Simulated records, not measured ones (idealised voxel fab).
process module | voxel ribs on slabs
cross-section cut | 300 nm wide | cells 5 nm
A cross-section is a grid of square cells, given in bands from the top down. A band is one or more rows of cells.
Each band's line starts with the height of the band's top and of its bottom, in nm. Then come its materials from left to right, each with its width in nm. One material with "throughout" fills the band from edge to edge. "air" is empty space.
Height 0 is the level under which the wafer as received is all one material. The lowest band goes on downwards, as in "0 down".
A width such as "30 to 40" changes by the same amount from each row of cells to the next, from the band's top row to its bottom row.
"no change" after a step means that no cell of the cross-section changed.
closed voids: empty space of 8 cells or more with no open way to the top, each as width x height at its distance from the left edge, in nm
after a step's settings: what the simulator itself notes on the step
overlay nm, on a step with a mask: how far to the right of its planned place the mask lay; to the left if negative
plan
1 op RECEIVE | material Si
2 op DIRECTIONAL_DEP | material SiO2 | thk nm 20
3 op DIRECTIONAL_DEP | material SiN | thk nm 25
4 op DIRECTIONAL_DEP | material aC | thk nm 15
5 op PATTERN | tone cover | mask id RIB | material resist | width nm 15 | thk nm 30 | overlay nm 0
6 op DIRECTIONAL_ETCH | etch materials aC | depth nm 15
7 op STRIP | etch materials resist
8 op DIRECTIONAL_ETCH | etch materials SiN | depth nm 10
9 op STRIP | etch materials aC
10 op DIRECTIONAL_DEP | material aC | thk nm 10
11 op PATTERN | tone cover | mask id SLAB | material resist | width nm 55 | thk nm 30 | overlay nm 0
12 op DIRECTIONAL_ETCH | etch materials aC | depth nm 10
13 op STRIP | etch materials resist
14 op DIRECTIONAL_ETCH | etch materials SiN | depth nm 15
15 op STRIP | etch materials aC
16 op FILL_DEP | material SiO2 | thk nm 20
17 op CMP | height nm 55
18 op DIRECTIONAL_DEP | material W | thk nm 5
19 op DIRECTIONAL_DEP | material aC | thk nm 10
20 op PATTERN | tone cover | mask id HEATER | material resist | width nm 15 | thk nm 30 | overlay nm 0
21 op DIRECTIONAL_ETCH | etch materials aC | depth nm 10
22 op STRIP | etch materials resist
23 op DIRECTIONAL_ETCH | etch materials W | depth nm 5
24 op STRIP | etch materials aC
25 op CONFORMAL_DEP | material SiO2 | thk nm 10
varied across the wafers: width nm of step 20. The plan shows the first wafer's value. All wafers start alike
first wafer as received, after step 1
  0 down: Si throughout
  closed voids: none
first wafer at the end, after step 25
  70 to 65: air 130 | SiO2 35 | air 135
  65 to 60: SiO2 throughout
  60 to 55: SiO2 140 | W 15 | SiO2 145
  55 to 45: SiO2 throughout
  45 to 35: SiO2 140 | SiN 15 | SiO2 145
  35 to 20: SiO2 120 | SiN 55 | SiO2 125
  20 to 0: SiO2 throughout
  0 down: Si throughout
  closed voids: none
last wafer at the end
  70 to 65: air 120 | SiO2 60 | air 120
  65 to 60: SiO2 throughout
  60 to 55: SiO2 130 | W 40 | SiO2 130
  55 to 45: SiO2 throughout
  45 to 35: SiO2 140 | SiN 15 | SiO2 145
  35 to 20: SiO2 120 | SiN 55 | SiO2 125
  20 to 0: SiO2 throughout
  0 down: Si throughout
  closed voids: none
each wafer at the end: cells of each material gained (+) or lost (-) since it was received, then its closed voids
width nm 15 | +39 SiN | +745 SiO2 | +3 W | closed voids: none
width nm 20 | +39 SiN | +745 SiO2 | +4 W | closed voids: none
width nm 25 | +39 SiN | +745 SiO2 | +5 W | closed voids: none
width nm 30 | +39 SiN | +745 SiO2 | +6 W | closed voids: none
width nm 35 | +39 SiN | +745 SiO2 | +7 W | closed voids: none
width nm 40 | +39 SiN | +745 SiO2 | +8 W | closed voids: none
